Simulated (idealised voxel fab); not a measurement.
Module name: voxel wiring stack (process module)
Section cut is 240 nm wide and gridded with 5 nm square cells.
We lay out every cross-section as a grid of square cells and spell it out in bands from the top down, where one band means one or more rows of cells. Quick guide to a band line: top height, bottom height (nm) up front; then every material left to right with its width in nm. Only one material and it's marked "full width"? Then it fills the band edge to edge. And "blank" just means empty space. Counting heights begins at 0, where everything beneath is, in the wafer as received, one material. The lowest band has no bottom; it goes on downwards, as "0..down" shows. Per-row width for "30..40": begins at first number (top row of band), ends at second number (bottom row), increment between rows held constant. Reading "remained unchanged" for a step: not a cell of the cross-section changed in it. In the "Fully sealed voids" entry, you get each enclosed empty space of 8 cells or more, one with no open way to the top, written width x height at distance, distance from the left edge, in nm. Where a step's line continues beyond its settings, the continuation is a remark by the simulator itself on that step. The "overlay nm" setting may appear on a step's line; for a step that uses a mask, it gives how far to the right of its planned position the mask lay, and a negative value indicates the left.

### Process steps - plan
1) RECEIVE,material Si
2) CONFORMAL_DEP,material SiO2,thk nm 15
3) CONFORMAL_DEP,material SiN,thk nm 5
4) DIRECTIONAL_DEP,material SiO2,thk nm 20
5) MASKED_ETCH,tone open,mask id METAL_1,width nm 30,pitch nm 50,etch materials SiO2,depth nm 20,overlay nm 0
6) MASKED_ETCH,tone open,mask id METAL_1,width nm 30,pitch nm 50,etch materials SiN,depth nm 5,overlay nm 0
7) CONFORMAL_DEP,material TiN,thk nm 5
8) FILL_DEP,material Cu,thk nm 5
9) CMP,height nm 40
10) CONFORMAL_DEP,material SiCN,thk nm 5
11) DIRECTIONAL_DEP,material SiO2,thk nm 15
12) PATTERN,tone open,mask id PLUG_1,material resist,width nm 15,pitch nm 50,thk nm 15,overlay nm 0
13) DIRECTIONAL_ETCH,etch materials SiO2,depth nm 15
14) DIRECTIONAL_ETCH,etch materials SiCN,depth nm 5
15) STRIP,etch materials resist
16) CONFORMAL_DEP,material TiN,thk nm 5
17) FILL_DEP,material Ru,thk nm 5
18) CMP,height nm 60
19) DIRECTIONAL_DEP,material TiN,thk nm 5
20) DIRECTIONAL_DEP,material Ru,thk nm 20
21) DIRECTIONAL_DEP,material aC,thk nm 10
22) PATTERN,tone cover,mask id METAL_2,material resist,width nm 30,pitch nm 50,thk nm 25,overlay nm 0
23) DIRECTIONAL_ETCH,etch materials aC,depth nm 10
24) STRIP,etch materials resist
25) DIRECTIONAL_ETCH,etch materials Ru,depth nm 20
26) DIRECTIONAL_ETCH,etch materials TiN,depth nm 5
27) STRIP,etch materials aC
28) CONFORMAL_DEP,material SiCN,thk nm 5
29) FILL_DEP,material lowk,thk nm 5
30) CMP,height nm 85
31) CONFORMAL_DEP,material SiCN,thk nm 5
32) DIRECTIONAL_DEP,material SiO2,thk nm 30
33) PATTERN,tone open,mask id METAL_3_HOLES,material resist,width nm 15,pitch nm 100,thk nm 15,overlay nm 0
34) DIRECTIONAL_ETCH,etch materials SiO2,depth nm 30
35) STRIP,etch materials resist
36) PATTERN,tone open,mask id METAL_3,material resist,width nm 30,pitch nm 50,thk nm 20,overlay nm 0
37) DIRECTIONAL_ETCH,etch materials SiO2,depth nm 20
38) DIRECTIONAL_ETCH,etch materials SiCN,depth nm 5
39) STRIP,etch materials resist
40) CONFORMAL_DEP,material TiN,thk nm 5
41) FILL_DEP,material Cu,thk nm 10
42) CMP,height nm 120
43) CONFORMAL_DEP,material SiCN,thk nm 5

### Below: the first of two wafers, run as planned

### This is the cross-section of the wafer as we received it, i.e. after step 1
0..down = Si full width
Fully sealed voids: none

### Take a look at the wafer's cross-section after step 2
15..0 = SiO2 full width
Under 0: no change, same as before.

### Take a look at the wafer's cross-section after step 3
20..15 = SiN full width
Under 15: no change, same as before.

### Take a look at the wafer's cross-section after step 4
40..20 = SiO2 full width
Under 20: no change, same as before.

### Take a look at the wafer's cross-section after step 5
40..20 = 30 of SiO2, then 30 of blank, then 20 of SiO2, then 30 of blank, then 20 of SiO2, then 30 of blank, then 20 of SiO2, then 30 of blank, then 30 of SiO2
Under 20: no change, same as before.

### Take a look at the wafer's cross-section after step 6
40..20 = 30 of SiO2, then 30 of blank, then 20 of SiO2, then 30 of blank, then 20 of SiO2, then 30 of blank, then 20 of SiO2, then 30 of blank, then 30 of SiO2
20..15 = 30 of SiN, then 30 of blank, then 20 of SiN, then 30 of blank, then 20 of SiN, then 30 of blank, then 20 of SiN, then 30 of blank, then 30 of SiN
Under 15: no change, same as before.

### Take a look at the wafer's cross-section after step 7
45..40 = 35 of TiN, then 20 of blank, then 30 of TiN, then 20 of blank, then 30 of TiN, then 20 of blank, then 30 of TiN, then 20 of blank, then 35 of TiN
40..20 = 30 of SiO2, then 5 of TiN, then 20 of blank, then 5 of TiN, then 20 of SiO2, then 5 of TiN, then 20 of blank, then 5 of TiN, then 20 of SiO2, then 5 of TiN, then 20 of blank, then 5 of TiN, then 20 of SiO2, then 5 of TiN, then 20 of blank, then 5 of TiN, then 30 of SiO2
20..15 = 30 of SiN, then 30 of TiN, then 20 of SiN, then 30 of TiN, then 20 of SiN, then 30 of TiN, then 20 of SiN, then 30 of TiN, then 30 of SiN
Under 15: no change, same as before.

### Take a look at the wafer's cross-section after step 8
50..45 = Cu full width
45..40 = 35 of TiN, then 20 of Cu, then 30 of TiN, then 20 of Cu, then 30 of TiN, then 20 of Cu, then 30 of TiN, then 20 of Cu, then 35 of TiN
40..20 = 30 of SiO2, then 5 of TiN, then 20 of Cu, then 5 of TiN, then 20 of SiO2, then 5 of TiN, then 20 of Cu, then 5 of TiN, then 20 of SiO2, then 5 of TiN, then 20 of Cu, then 5 of TiN, then 20 of SiO2, then 5 of TiN, then 20 of Cu, then 5 of TiN, then 30 of SiO2
Under 20: no change, same as before.

### Take a look at the wafer's cross-section after step 9
40..20 = 30 of SiO2, then 5 of TiN, then 20 of Cu, then 5 of TiN, then 20 of SiO2, then 5 of TiN, then 20 of Cu, then 5 of TiN, then 20 of SiO2, then 5 of TiN, then 20 of Cu, then 5 of TiN, then 20 of SiO2, then 5 of TiN, then 20 of Cu, then 5 of TiN, then 30 of SiO2
Under 20: no change, same as before.

### Take a look at the wafer's cross-section after step 10
45..40 = SiCN full width
Under 40: no change, same as before.

### Take a look at the wafer's cross-section after step 11
60..45 = SiO2 full width
Under 45: no change, same as before.

### Take a look at the wafer's cross-section after step 12
75..60 = 30 of resist, then 15 of blank, then 35 of resist, then 15 of blank, then 35 of resist, then 15 of blank, then 35 of resist, then 15 of blank, then 45 of resist
Under 60: no change, same as before.

### Take a look at the wafer's cross-section after step 13
75..60 = 30 of resist, then 15 of blank, then 35 of resist, then 15 of blank, then 35 of resist, then 15 of blank, then 35 of resist, then 15 of blank, then 45 of resist
60..45 = 30 of SiO2, then 15 of blank, then 35 of SiO2, then 15 of blank, then 35 of SiO2, then 15 of blank, then 35 of SiO2, then 15 of blank, then 45 of SiO2
Under 45: no change, same as before.

### Take a look at the wafer's cross-section after step 14
75..60 = 30 of resist, then 15 of blank, then 35 of resist, then 15 of blank, then 35 of resist, then 15 of blank, then 35 of resist, then 15 of blank, then 45 of resist
60..45 = 30 of SiO2, then 15 of blank, then 35 of SiO2, then 15 of blank, then 35 of SiO2, then 15 of blank, then 35 of SiO2, then 15 of blank, then 45 of SiO2
45..40 = 30 of SiCN, then 15 of blank, then 35 of SiCN, then 15 of blank, then 35 of SiCN, then 15 of blank, then 35 of SiCN, then 15 of blank, then 45 of SiCN
Under 40: no change, same as before.

### Take a look at the wafer's cross-section after step 15
60..45 = 30 of SiO2, then 15 of blank, then 35 of SiO2, then 15 of blank, then 35 of SiO2, then 15 of blank, then 35 of SiO2, then 15 of blank, then 45 of SiO2
Under 45: no change, same as before.

### Take a look at the wafer's cross-section after step 16
65..60 = 35 of TiN, then 5 of blank, then 45 of TiN, then 5 of blank, then 45 of TiN, then 5 of blank, then 45 of TiN, then 5 of blank, then 50 of TiN
60..45 = 30 of SiO2, then 5 of TiN, then 5 of blank, then 5 of TiN, then 35 of SiO2, then 5 of TiN, then 5 of blank, then 5 of TiN, then 35 of SiO2, then 5 of TiN, then 5 of blank, then 5 of TiN, then 35 of SiO2, then 5 of TiN, then 5 of blank, then 5 of TiN, then 45 of SiO2
45..40 = 30 of SiCN, then 15 of TiN, then 35 of SiCN, then 15 of TiN, then 35 of SiCN, then 15 of TiN, then 35 of SiCN, then 15 of TiN, then 45 of SiCN
Under 40: no change, same as before.

### Take a look at the wafer's cross-section after step 17
70..65 = Ru full width
65..60 = 35 of TiN, then 5 of Ru, then 45 of TiN, then 5 of Ru, then 45 of TiN, then 5 of Ru, then 45 of TiN, then 5 of Ru, then 50 of TiN
60..45 = 30 of SiO2, then 5 of TiN, then 5 of Ru, then 5 of TiN, then 35 of SiO2, then 5 of TiN, then 5 of Ru, then 5 of TiN, then 35 of SiO2, then 5 of TiN, then 5 of Ru, then 5 of TiN, then 35 of SiO2, then 5 of TiN, then 5 of Ru, then 5 of TiN, then 45 of SiO2
Under 45: no change, same as before.

### Take a look at the wafer's cross-section after step 18
60..45 = 30 of SiO2, then 5 of TiN, then 5 of Ru, then 5 of TiN, then 35 of SiO2, then 5 of TiN, then 5 of Ru, then 5 of TiN, then 35 of SiO2, then 5 of TiN, then 5 of Ru, then 5 of TiN, then 35 of SiO2, then 5 of TiN, then 5 of Ru, then 5 of TiN, then 45 of SiO2
Under 45: no change, same as before.

### Take a look at the wafer's cross-section after step 19
65..60 = TiN full width
Under 60: no change, same as before.

### Take a look at the wafer's cross-section after step 20
85..65 = Ru full width
Under 65: no change, same as before.

### Take a look at the wafer's cross-section after step 21
95..85 = aC full width
Under 85: no change, same as before.

### Take a look at the wafer's cross-section after step 22
120..95 = 30 of blank, then 30 of resist, then 20 of blank, then 30 of resist, then 20 of blank, then 30 of resist, then 20 of blank, then 30 of resist, then 30 of blank
Under 95: no change, same as before.

### Take a look at the wafer's cross-section after step 23
110..95 = 30 of blank, then 30 of resist, then 20 of blank, then 30 of resist, then 20 of blank, then 30 of resist, then 20 of blank, then 30 of resist, then 30 of blank
95..85 = 30 of blank, then 30 of aC, then 20 of blank, then 30 of aC, then 20 of blank, then 30 of aC, then 20 of blank, then 30 of aC, then 30 of blank
Under 85: no change, same as before.

### Take a look at the wafer's cross-section after step 24
95..85 = 30 of blank, then 30 of aC, then 20 of blank, then 30 of aC, then 20 of blank, then 30 of aC, then 20 of blank, then 30 of aC, then 30 of blank
Under 85: no change, same as before.

### Take a look at the wafer's cross-section after step 25
95..85 = 30 of blank, then 30 of aC, then 20 of blank, then 30 of aC, then 20 of blank, then 30 of aC, then 20 of blank, then 30 of aC, then 30 of blank
85..65 = 30 of blank, then 30 of Ru, then 20 of blank, then 30 of Ru, then 20 of blank, then 30 of Ru, then 20 of blank, then 30 of Ru, then 30 of blank
Under 65: no change, same as before.

### Take a look at the wafer's cross-section after step 26
95..85 = 30 of blank, then 30 of aC, then 20 of blank, then 30 of aC, then 20 of blank, then 30 of aC, then 20 of blank, then 30 of aC, then 30 of blank
85..65 = 30 of blank, then 30 of Ru, then 20 of blank, then 30 of Ru, then 20 of blank, then 30 of Ru, then 20 of blank, then 30 of Ru, then 30 of blank
65..60 = 30 of blank, then 30 of TiN, then 20 of blank, then 30 of TiN, then 20 of blank, then 30 of TiN, then 20 of blank, then 30 of TiN, then 30 of blank
Under 60: no change, same as before.

### Take a look at the wafer's cross-section after step 27
85..65 = 30 of blank, then 30 of Ru, then 20 of blank, then 30 of Ru, then 20 of blank, then 30 of Ru, then 20 of blank, then 30 of Ru, then 30 of blank
Under 65: no change, same as before.

### Take a look at the wafer's cross-section after step 28
90..85 = 25 of blank, then 40 of SiCN, then 10 of blank, then 40 of SiCN, then 10 of blank, then 40 of SiCN, then 10 of blank, then 40 of SiCN, then 25 of blank
85..65 = 25 of blank, then 5 of SiCN, then 30 of Ru, then 5 of SiCN, then 10 of blank, then 5 of SiCN, then 30 of Ru, then 5 of SiCN, then 10 of blank, then 5 of SiCN, then 30 of Ru, then 5 of SiCN, then 10 of blank, then 5 of SiCN, then 30 of Ru, then 5 of SiCN, then 25 of blank
65..60 = 30 of SiCN, then 30 of TiN, then 20 of SiCN, then 30 of TiN, then 20 of SiCN, then 30 of TiN, then 20 of SiCN, then 30 of TiN, then 30 of SiCN
Under 60: no change, same as before.

### Take a look at the wafer's cross-section after step 29
95..90 = lowk full width
90..85 = 25 of lowk, then 40 of SiCN, then 10 of lowk, then 40 of SiCN, then 10 of lowk, then 40 of SiCN, then 10 of lowk, then 40 of SiCN, then 25 of lowk
85..65 = 25 of lowk, then 5 of SiCN, then 30 of Ru, then 5 of SiCN, then 10 of lowk, then 5 of SiCN, then 30 of Ru, then 5 of SiCN, then 10 of lowk, then 5 of SiCN, then 30 of Ru, then 5 of SiCN, then 10 of lowk, then 5 of SiCN, then 30 of Ru, then 5 of SiCN, then 25 of lowk
Under 65: no change, same as before.

### Take a look at the wafer's cross-section after step 30
85..65 = 25 of lowk, then 5 of SiCN, then 30 of Ru, then 5 of SiCN, then 10 of lowk, then 5 of SiCN, then 30 of Ru, then 5 of SiCN, then 10 of lowk, then 5 of SiCN, then 30 of Ru, then 5 of SiCN, then 10 of lowk, then 5 of SiCN, then 30 of Ru, then 5 of SiCN, then 25 of lowk
Under 65: no change, same as before.

### Take a look at the wafer's cross-section after step 31
90..85 = SiCN full width
Under 85: no change, same as before.

### Take a look at the wafer's cross-section after step 32
120..90 = SiO2 full width
Under 90: no change, same as before.

### Take a look at the wafer's cross-section after step 33
135..120 = 30 of resist, then 15 of blank, then 85 of resist, then 15 of blank, then 95 of resist
Under 120: no change, same as before.

### Take a look at the wafer's cross-section after step 34
135..120 = 30 of resist, then 15 of blank, then 85 of resist, then 15 of blank, then 95 of resist
120..90 = 30 of SiO2, then 15 of blank, then 85 of SiO2, then 15 of blank, then 95 of SiO2
Under 90: no change, same as before.

### Take a look at the wafer's cross-section after step 35
120..90 = 30 of SiO2, then 15 of blank, then 85 of SiO2, then 15 of blank, then 95 of SiO2
Under 90: no change, same as before.

### Take a look at the wafer's cross-section after step 36
140..120 = 30 of resist, then 30 of blank, then 20 of resist, then 30 of blank, then 20 of resist, then 30 of blank, then 20 of resist, then 30 of blank, then 30 of resist
Under 120: no change, same as before.

### Take a look at the wafer's cross-section after step 37
140..120 = 30 of resist, then 30 of blank, then 20 of resist, then 30 of blank, then 20 of resist, then 30 of blank, then 20 of resist, then 30 of blank, then 30 of resist
120..100 = 30 of SiO2, then 30 of blank, then 20 of SiO2, then 30 of blank, then 20 of SiO2, then 30 of blank, then 20 of SiO2, then 30 of blank, then 30 of SiO2
Under 100: no change, same as before.

### Take a look at the wafer's cross-section after step 38
140..120 = 30 of resist, then 30 of blank, then 20 of resist, then 30 of blank, then 20 of resist, then 30 of blank, then 20 of resist, then 30 of blank, then 30 of resist
120..100 = 30 of SiO2, then 30 of blank, then 20 of SiO2, then 30 of blank, then 20 of SiO2, then 30 of blank, then 20 of SiO2, then 30 of blank, then 30 of SiO2
100..90 = 30 of SiO2, then 15 of blank, then 85 of SiO2, then 15 of blank, then 95 of SiO2
90..85 = 30 of SiCN, then 15 of blank, then 85 of SiCN, then 15 of blank, then 95 of SiCN
Under 85: no change, same as before.

### Take a look at the wafer's cross-section after step 39
120..100 = 30 of SiO2, then 30 of blank, then 20 of SiO2, then 30 of blank, then 20 of SiO2, then 30 of blank, then 20 of SiO2, then 30 of blank, then 30 of SiO2
Under 100: no change, same as before.

### Take a look at the wafer's cross-section after step 40
125..120 = 35 of TiN, then 20 of blank, then 30 of TiN, then 20 of blank, then 30 of TiN, then 20 of blank, then 30 of TiN, then 20 of blank, then 35 of TiN
120..105 = 30 of SiO2, then 5 of TiN, then 20 of blank, then 5 of TiN, then 20 of SiO2, then 5 of TiN, then 20 of blank, then 5 of TiN, then 20 of SiO2, then 5 of TiN, then 20 of blank, then 5 of TiN, then 20 of SiO2, then 5 of TiN, then 20 of blank, then 5 of TiN, then 30 of SiO2
105..100 = 30 of SiO2, then 5 of TiN, then 5 of blank, then 20 of TiN, then 20 of SiO2, then 30 of TiN, then 20 of SiO2, then 5 of TiN, then 5 of blank, then 20 of TiN, then 20 of SiO2, then 30 of TiN, then 30 of SiO2
100..90 = 30 of SiO2, then 5 of TiN, then 5 of blank, then 5 of TiN, then 85 of SiO2, then 5 of TiN, then 5 of blank, then 5 of TiN, then 95 of SiO2
90..85 = 30 of SiCN, then 15 of TiN, then 85 of SiCN, then 15 of TiN, then 95 of SiCN
Under 85: no change, same as before.

### Take a look at the wafer's cross-section after step 41
135..125 = Cu full width
125..120 = 35 of TiN, then 20 of Cu, then 30 of TiN, then 20 of Cu, then 30 of TiN, then 20 of Cu, then 30 of TiN, then 20 of Cu, then 35 of TiN
120..105 = 30 of SiO2, then 5 of TiN, then 20 of Cu, then 5 of TiN, then 20 of SiO2, then 5 of TiN, then 20 of Cu, then 5 of TiN, then 20 of SiO2, then 5 of TiN, then 20 of Cu, then 5 of TiN, then 20 of SiO2, then 5 of TiN, then 20 of Cu, then 5 of TiN, then 30 of SiO2
105..100 = 30 of SiO2, then 5 of TiN, then 5 of Cu, then 20 of TiN, then 20 of SiO2, then 30 of TiN, then 20 of SiO2, then 5 of TiN, then 5 of Cu, then 20 of TiN, then 20 of SiO2, then 30 of TiN, then 30 of SiO2
100..90 = 30 of SiO2, then 5 of TiN, then 5 of Cu, then 5 of TiN, then 85 of SiO2, then 5 of TiN, then 5 of Cu, then 5 of TiN, then 95 of SiO2
Under 90: no change, same as before.

### Take a look at the wafer's cross-section after step 42
120..105 = 30 of SiO2, then 5 of TiN, then 20 of Cu, then 5 of TiN, then 20 of SiO2, then 5 of TiN, then 20 of Cu, then 5 of TiN, then 20 of SiO2, then 5 of TiN, then 20 of Cu, then 5 of TiN, then 20 of SiO2, then 5 of TiN, then 20 of Cu, then 5 of TiN, then 30 of SiO2
Under 105: no change, same as before.

### Take a look at the wafer's cross-section after step 43
125..120 = SiCN full width
Under 120: no change, same as before.

### Regarding the second of the two wafers: it shared the first wafer's starting condition and process plan, yet one error occurred during its execution. Its history coincides with that of the first wafer up to and including step 35

### What the second wafer looks like in cross-section when step 36 should have wrapped up
140..120 = 20 of resist, then 30 of blank, then 20 of resist, then 30 of blank, then 20 of resist, then 30 of blank, then 20 of resist, then 30 of blank, then 40 of resist
Under 120: no change, same as before.

### What the second wafer looks like in cross-section when step 37 should have wrapped up
140..120 = 20 of resist, then 30 of blank, then 20 of resist, then 30 of blank, then 20 of resist, then 30 of blank, then 20 of resist, then 30 of blank, then 40 of resist
120..100 = 20 of SiO2, then 30 of blank, then 20 of SiO2, then 30 of blank, then 20 of SiO2, then 30 of blank, then 20 of SiO2, then 30 of blank, then 40 of SiO2
Under 100: no change, same as before.

### What the second wafer looks like in cross-section when step 38 should have wrapped up
140..120 = 20 of resist, then 30 of blank, then 20 of resist, then 30 of blank, then 20 of resist, then 30 of blank, then 20 of resist, then 30 of blank, then 40 of resist
120..100 = 20 of SiO2, then 30 of blank, then 20 of SiO2, then 30 of blank, then 20 of SiO2, then 30 of blank, then 20 of SiO2, then 30 of blank, then 40 of SiO2
100..90 = 30 of SiO2, then 15 of blank, then 85 of SiO2, then 15 of blank, then 95 of SiO2
90..85 = 30 of SiCN, then 15 of blank, then 85 of SiCN, then 15 of blank, then 95 of SiCN
Under 85: no change, same as before.

### What the second wafer looks like in cross-section when step 39 should have wrapped up
120..100 = 20 of SiO2, then 30 of blank, then 20 of SiO2, then 30 of blank, then 20 of SiO2, then 30 of blank, then 20 of SiO2, then 30 of blank, then 40 of SiO2
Under 100: no change, same as before.

### What the second wafer looks like in cross-section when step 40 should have wrapped up
125..120 = 25 of TiN, then 20 of blank, then 30 of TiN, then 20 of blank, then 30 of TiN, then 20 of blank, then 30 of TiN, then 20 of blank, then 45 of TiN
120..105 = 20 of SiO2, then 5 of TiN, then 20 of blank, then 5 of TiN, then 20 of SiO2, then 5 of TiN, then 20 of blank, then 5 of TiN, then 20 of SiO2, then 5 of TiN, then 20 of blank, then 5 of TiN, then 20 of SiO2, then 5 of TiN, then 20 of blank, then 5 of TiN, then 40 of SiO2
105..100 = 20 of SiO2, then 15 of TiN, then 5 of blank, then 10 of TiN, then 20 of SiO2, then 30 of TiN, then 20 of SiO2, then 15 of TiN, then 5 of blank, then 10 of TiN, then 20 of SiO2, then 30 of TiN, then 40 of SiO2
100..90 = 30 of SiO2, then 5 of TiN, then 5 of blank, then 5 of TiN, then 85 of SiO2, then 5 of TiN, then 5 of blank, then 5 of TiN, then 95 of SiO2
90..85 = 30 of SiCN, then 15 of TiN, then 85 of SiCN, then 15 of TiN, then 95 of SiCN
Under 85: no change, same as before.

### What the second wafer looks like in cross-section when step 41 should have wrapped up
135..125 = Cu full width
125..120 = 25 of TiN, then 20 of Cu, then 30 of TiN, then 20 of Cu, then 30 of TiN, then 20 of Cu, then 30 of TiN, then 20 of Cu, then 45 of TiN
120..105 = 20 of SiO2, then 5 of TiN, then 20 of Cu, then 5 of TiN, then 20 of SiO2, then 5 of TiN, then 20 of Cu, then 5 of TiN, then 20 of SiO2, then 5 of TiN, then 20 of Cu, then 5 of TiN, then 20 of SiO2, then 5 of TiN, then 20 of Cu, then 5 of TiN, then 40 of SiO2
105..100 = 20 of SiO2, then 15 of TiN, then 5 of Cu, then 10 of TiN, then 20 of SiO2, then 30 of TiN, then 20 of SiO2, then 15 of TiN, then 5 of Cu, then 10 of TiN, then 20 of SiO2, then 30 of TiN, then 40 of SiO2
100..90 = 30 of SiO2, then 5 of TiN, then 5 of Cu, then 5 of TiN, then 85 of SiO2, then 5 of TiN, then 5 of Cu, then 5 of TiN, then 95 of SiO2
Under 90: no change, same as before.

### What the second wafer looks like in cross-section when step 42 should have wrapped up
120..105 = 20 of SiO2, then 5 of TiN, then 20 of Cu, then 5 of TiN, then 20 of SiO2, then 5 of TiN, then 20 of Cu, then 5 of TiN, then 20 of SiO2, then 5 of TiN, then 20 of Cu, then 5 of TiN, then 20 of SiO2, then 5 of TiN, then 20 of Cu, then 5 of TiN, then 40 of SiO2
Under 105: no change, same as before.

### What the second wafer looks like in cross-section when step 43 should have wrapped up
125..120 = SiCN full width
Under 120: no change, same as before.
Against the plan, the run slipped here: note that step 36 departed from the planned setting and was carried out as PATTERN,tone open,mask id METAL_3,material resist,width nm 30,pitch nm 50,thk nm 20,overlay nm -10
The concluding comparison shows that, measured in cells, each material is equally abundant on both wafers, albeit at different positions.
